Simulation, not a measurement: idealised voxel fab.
process module | voxel capacitor over wiring
cross-section cut | 150 nm wide | cells 5 nm
A cross-section is a grid of square cells, given in bands from the top down. A band is one or more rows of cells.
Each band's line starts with the height of the band's top and of its bottom, in nm. Then come its materials from left to right, each with its width in nm. One material with "throughout" fills the band from edge to edge. "air" is empty space.
Height 0 is the level under which the wafer as received is all one material. The lowest band goes on downwards, as in "0 down".
A width such as "30 to 40" changes by the same amount from each row of cells to the next, from the band's top row to its bottom row.
"no change" after a step means that no cell of the cross-section changed.
closed voids: empty space of 8 cells or more with no open way to the top, each as width x height at its distance from the left edge, in nm
after a step's settings: what the simulator itself notes on the step
overlay nm, on a step with a mask: how far to the right of its planned place the mask lay; to the left if negative
plan
1 op RECEIVE | material Si
2 op CONFORMAL_DEP | material SiO2 | thk nm 10
3 op DIRECTIONAL_DEP | material TiN | thk nm 5
4 op DIRECTIONAL_DEP | material W | thk nm 15
5 op MASKED_ETCH | tone cover | mask id METAL_1 | width nm 30 | pitch nm 90 | etch materials W | depth nm 15 | overlay nm 0
6 op MASKED_ETCH | tone cover | mask id METAL_1 | width nm 30 | pitch nm 90 | etch materials TiN | depth nm 5 | overlay nm 0
7 op CONFORMAL_DEP | material SiCN | thk nm 5
8 op FILL_DEP | material lowk | thk nm 5
9 op CMP | height nm 30
10 op CONFORMAL_DEP | material SiCN | thk nm 5
11 op DIRECTIONAL_DEP | material lowk | thk nm 15
12 op MASKED_ETCH | tone open | mask id PLUG_1 | width nm 15 | etch materials lowk | depth nm 15 | overlay nm 0
13 op MASKED_ETCH | tone open | mask id PLUG_1 | width nm 15 | etch materials SiCN | depth nm 5 | overlay nm 0
14 op EPI | material Ru | thk nm 10
15 op EPI | material Ru | thk nm 10
16 op DIRECTIONAL_DEP | material TiN | thk nm 10
17 op DIRECTIONAL_DEP | material SiN | thk nm 5
18 op DIRECTIONAL_DEP | material TiN | thk nm 10
19 op DIRECTIONAL_DEP | material aC | thk nm 15
20 op PATTERN | tone cover | mask id UPPER_PLATE | material resist | width nm 65 | thk nm 35 | overlay nm 0
21 op DIRECTIONAL_ETCH | etch materials aC | depth nm 15
22 op STRIP | etch materials resist
23 op DIRECTIONAL_ETCH | etch materials TiN | depth nm 10
24 op DIRECTIONAL_ETCH | etch materials SiN | depth nm 5
25 op STRIP | etch materials aC
26 op DIRECTIONAL_DEP | material aC | thk nm 15
27 op PATTERN | tone cover | mask id LOWER_PLATE | material resist | width nm 75 | thk nm 35 | overlay nm 0
28 op DIRECTIONAL_ETCH | etch materials aC | depth nm 15
29 op STRIP | etch materials resist
30 op DIRECTIONAL_ETCH | etch materials TiN | depth nm 10
31 op STRIP | etch materials aC
32 op FILL_DEP | material SiO2 | thk nm 15
33 op CMP | height nm 85
34 op PATTERN | tone open | mask id PLUG_2 | material resist | width nm 15 | thk nm 20 | overlay nm 0
35 op DIRECTIONAL_ETCH | etch materials SiO2 | depth nm 10
36 op STRIP | etch materials resist
37 op CONFORMAL_DEP | material TiN | thk nm 5
38 op FILL_DEP | material Cu | thk nm 10
39 op CMP | height nm 85
40 op CONFORMAL_DEP | material SiCN | thk nm 5
as received, after step 1
  0 down: Si throughout
  closed voids: none
a wafer at the end: this start, this plan, one mistake
  90 to 85: SiCN throughout
  85 to 80: Cu 35 | TiN 5 | SiO2 15 | TiN 5 | Cu 90
  80 to 75: TiN 40 | SiO2 15 | TiN 95
  75 to 65: SiO2 30 | TiN 65 | SiO2 55
  65 to 60: SiO2 30 | SiN 65 | SiO2 55
  60 to 50: SiO2 25 | TiN 75 | SiO2 50
  50 to 35: lowk 30 | Ru 15 | lowk 105
  35 to 30: SiCN 30 | Ru 15 | SiCN 105
  30 to 15: lowk 10 | SiCN 5 | W 30 | SiCN 5 | lowk 50 | SiCN 5 | W 30 | SiCN 5 | lowk 10
  15 to 10: SiCN 15 | TiN 30 | SiCN 60 | TiN 30 | SiCN 15
  10 to 0: SiO2 throughout
  0 down: Si throughout
  closed voids: none
what went wrong: step 34 ran as: op PATTERN | tone cover | mask id PLUG_2 | material resist | width nm 15 | thk nm 20 | overlay nm 0
